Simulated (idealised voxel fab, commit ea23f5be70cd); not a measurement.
The following process module bears the name voxel released beams.
Xsec cut, 180 nm wide, square cell size 5 nm.
For the purposes of this document, a cross-section shall be understood as a grid of square cells, specified as bands listed in top-to-bottom order, each band consisting of one or more rows of cells.
Each band's line starts with the height of the band's top and of its bottom, in nm. Then come its materials from left to right, each with its width in nm. One material with "throughout" fills the band from edge to edge. "empty" is empty space.
The reference from which all heights are counted is 0, the level beneath which the as-received wafer is entirely one material; the lowest band, having no lower bound, proceeds downward and is written after the example "top 0, no bottom".
Think of "30->40" as a width that walks from the first number to the second as you go down the band, top row to bottom row, taking equal-sized steps from row to row.
When a step is marked "nothing changed", none of the cells in the cross-section changed during that step.
"Sealed void list" enumerates empty spaces isolated from the top, with no open way to it, that contain at least 8 cells, giving each as width x height at distance from the left edge, all three in nm.
The remark found on a step's line after its settings is issued by the simulator itself and pertains to that step.
The "overlay nm" setting may appear on a step's line; for a step that uses a mask, it gives how far to the right of its planned position the mask lay, and a negative value indicates the left.

### The process steps that were planned are listed below
step 1: RECEIVE (material Si)
step 2: CONFORMAL_DEP (material Al2O3; thk nm 10)
step 3: DIRECTIONAL_DEP (material SiO2; thk nm 10)
step 4: PATTERN (tone open; mask id ANCHOR; material resist; width nm 30; thk nm 15; overlay nm 0)
step 5: DIRECTIONAL_ETCH (etch materials SiO2; depth nm 10)
step 6: STRIP (etch materials resist)
step 7: CONFORMAL_DEP (material SiN; thk nm 10)
step 8: PATTERN (tone cover; mask id BEAM; material resist; width nm 100; thk nm 20; overlay nm 0)
step 9: DIRECTIONAL_ETCH (etch materials SiN; depth nm 10)
step 10: STRIP (etch materials resist)
step 11: STRIP (etch materials SiO2)

### The cross-section here shows the wafer as received, i.e. in its state after step 1
  top 0, no bottom  Si throughout
  Sealed void list: none

### Cross-sectional view of the first of the two wafers upon completion of the module, processed in accordance with the plan
  top 30, bottom 20  empty: 35; SiN: 15; empty: 10; SiN: 75; empty: 45
  top 20, bottom 10  empty: 40; SiN: 30; empty: 110
  top 10, bottom 0  Al2O3 throughout
  top 0, no bottom  Si throughout
  Sealed void list: none

### Cross-section at end of module for the second wafer of two, which matched the first in starting point and plan and differed by one mistake in its processing
  top 30, bottom 20  empty: 35; SiN: 15; empty: 15; SiN: 70; empty: 45
  top 20, bottom 10  empty: 40; SiN: 35; empty: 105
  top 10, bottom 0  Al2O3 throughout
  top 0, no bottom  Si throughout
  Sealed void list: none
What was done differently from what was planned? heads up, step 4 didn't go per plan, it actually ran as PATTERN (tone open; mask id ANCHOR; material resist; width nm 35; thk nm 15; overlay nm 0)
Final wafers compared: equal cell tally per material, rearranged layout.
